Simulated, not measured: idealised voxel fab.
process module | voxel fin reveal
cross-section cut | 290 nm wide | cells 5 nm
A cross-section is a grid of square cells, given in bands from the top down. A band is one or more rows of cells.
Each band's line starts with the height of the band's top and of its bottom, in nm. Then come its materials from left to right, each with its width in nm. One material with "throughout" fills the band from edge to edge. "air" is empty space.
Height 0 is the level under which the wafer as received is all one material. The lowest band goes on downwards, as in "0 down".
A width such as "30 to 40" changes by the same amount from each row of cells to the next, from the band's top row to its bottom row.
"no change" after a step means that no cell of the cross-section changed.
closed voids: empty space of 8 cells or more with no open way to the top, each as width x height at its distance from the left edge, in nm
after a step's settings: what the simulator itself notes on the step
overlay nm, on a step with a mask: how far to the right of its planned place the mask lay; to the left if negative
plan
1 op RECEIVE | material Si
2 op CONFORMAL_DEP | material SiN | thk nm 10
3 op DIRECTIONAL_DEP | material aC | thk nm 15
4 op PATTERN | tone cover | mask id FINS | material resist | width nm 15 | pitch nm 35 | thk nm 30 | overlay nm 0
5 op DIRECTIONAL_ETCH | etch materials aC | depth nm 15
6 op STRIP | etch materials resist
7 op DIRECTIONAL_ETCH | etch materials SiN | depth nm 10
8 op DIRECTIONAL_ETCH | etch materials Si | depth nm 35
9 op STRIP | etch materials aC
10 op OXIDIZE | depth nm 5
11 op FILL_DEP | material SiO2 | thk nm 5
12 op CMP | height nm 10
13 op SELECTIVE_ETCH | etch materials SiO2 | depth nm 35
14 op STRIP | etch materials SiN
15 op CONFORMAL_DEP | material SiO2 | thk nm 5
as received, after step 1
  0 down: Si throughout
  closed voids: none
a wafer at the end: this start, this plan, one mistake
  5 to 0: air 90 | SiO2 15 | air 20 | SiO2 15 | air 20 | SiO2 15 | air 20 | SiO2 15 | air 80
  0 to -20: air 90 | SiO2 5 | Si 5 | SiO2 5 | air 20 | SiO2 5 | Si 5 | SiO2 5 | air 20 | SiO2 5 | Si 5 | SiO2 5 | air 20 | SiO2 5 | Si 5 | SiO2 5 | air 80
  -20 to -40: SiO2 95 | Si 5 | SiO2 30 | Si 5 | SiO2 30 | Si 5 | SiO2 30 | Si 5 | SiO2 85
  -40 down: Si throughout
  closed voids: none
what went wrong: step 4 ran as: op PATTERN | tone cover | mask id FINS | material resist | width nm 15 | pitch nm 35 | thk nm 30 | overlay nm 5
